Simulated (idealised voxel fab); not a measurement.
process module | voxel air gaps
cross-section cut | 150 nm wide | cells 5 nm
A cross-section is a grid of square cells, given in bands from the top down. A band is one or more rows of cells.
Each band's line starts with the height of the band's top and of its bottom, in nm. Then come its materials from left to right, each with its width in nm. One material with "throughout" fills the band from edge to edge. "air" is empty space.
Height 0 is the level under which the wafer as received is all one material. The lowest band goes on downwards, as in "0 down".
A width such as "30 to 40" changes by the same amount from each row of cells to the next, from the band's top row to its bottom row.
"no change" after a step means that no cell of the cross-section changed.
closed voids: empty space of 8 cells or more with no open way to the top, each as width x height at its distance from the left edge, in nm
after a step's settings: what the simulator itself notes on the step
overlay nm, on a step with a mask: how far to the right of its planned place the mask lay; to the left if negative
plan
1 op RECEIVE | material Si
2 op CONFORMAL_DEP | material SiO2 | thk nm 10
3 op CONFORMAL_DEP | material SiN | thk nm 5
4 op DIRECTIONAL_DEP | material SiO2 | thk nm 30
5 op MASKED_ETCH | tone open | mask id LINES | width nm 15 | pitch nm 45 | etch materials SiO2 | depth nm 30 | overlay nm 0
6 op CONFORMAL_DEP | material TiN | thk nm 5
7 op FILL_DEP | material Ru | thk nm 10
8 op CMP | height nm 45
9 op EPI | material Ru | thk nm 10
10 op SELECTIVE_ETCH | etch materials SiO2 | depth nm 40
11 op CONFORMAL_DEP | material SiN | thk nm 5
as received, after step 1
  0 down: Si throughout
  closed voids: none
first wafer at the end, as planned
  60 to 55: air 5 | SiN 135 | air 10
  55 to 45: air 5 | SiN 5 | Ru 35 | SiN 10 | Ru 35 | SiN 10 | Ru 35 | SiN 5 | air 10
  45 to 40: air 5 | SiN 15 | TiN 5 | Ru 5 | TiN 5 | SiN 30 | TiN 5 | Ru 5 | TiN 5 | SiN 30 | TiN 5 | Ru 5 | TiN 5 | SiN 15 | air 10
  40 to 20: air 15 | SiN 5 | TiN 5 | Ru 5 | TiN 5 | SiN 5 | air 20 | SiN 5 | TiN 5 | Ru 5 | TiN 5 | SiN 5 | air 20 | SiN 5 | TiN 5 | Ru 5 | TiN 5 | SiN 5 | air 20
  20 to 15: SiN 20 | TiN 15 | SiN 30 | TiN 15 | SiN 30 | TiN 15 | SiN 25
  15 to 10: SiN throughout
  10 to 0: SiO2 throughout
  0 down: Si throughout
  closed voids: 20 x 20 at 40; 20 x 20 at 85
second wafer at the end: like start, like plan, one mistake
  75 to 70: SiN throughout
  70 to 50: Ru throughout
  50 to 45: TiN 25 | Ru 5 | TiN 40 | Ru 5 | TiN 40 | Ru 5 | TiN 30
  45 to 20: SiO2 20 | TiN 5 | Ru 5 | TiN 5 | SiO2 30 | TiN 5 | Ru 5 | TiN 5 | SiO2 30 | TiN 5 | Ru 5 | TiN 5 | SiO2 25
  20 to 15: SiO2 20 | TiN 15 | SiO2 30 | TiN 15 | SiO2 30 | TiN 15 | SiO2 25
  15 to 10: SiN throughout
  10 to 0: SiO2 throughout
  0 down: Si throughout
  closed voids: none
what went wrong: step 8 was left out
at the end the second wafer has, in cells: 81 more of Ru | 72 fewer of SiN | 126 more of SiO2 | 27 more of TiN
closed voids at the end (first wafer, second wafer): 2, 0
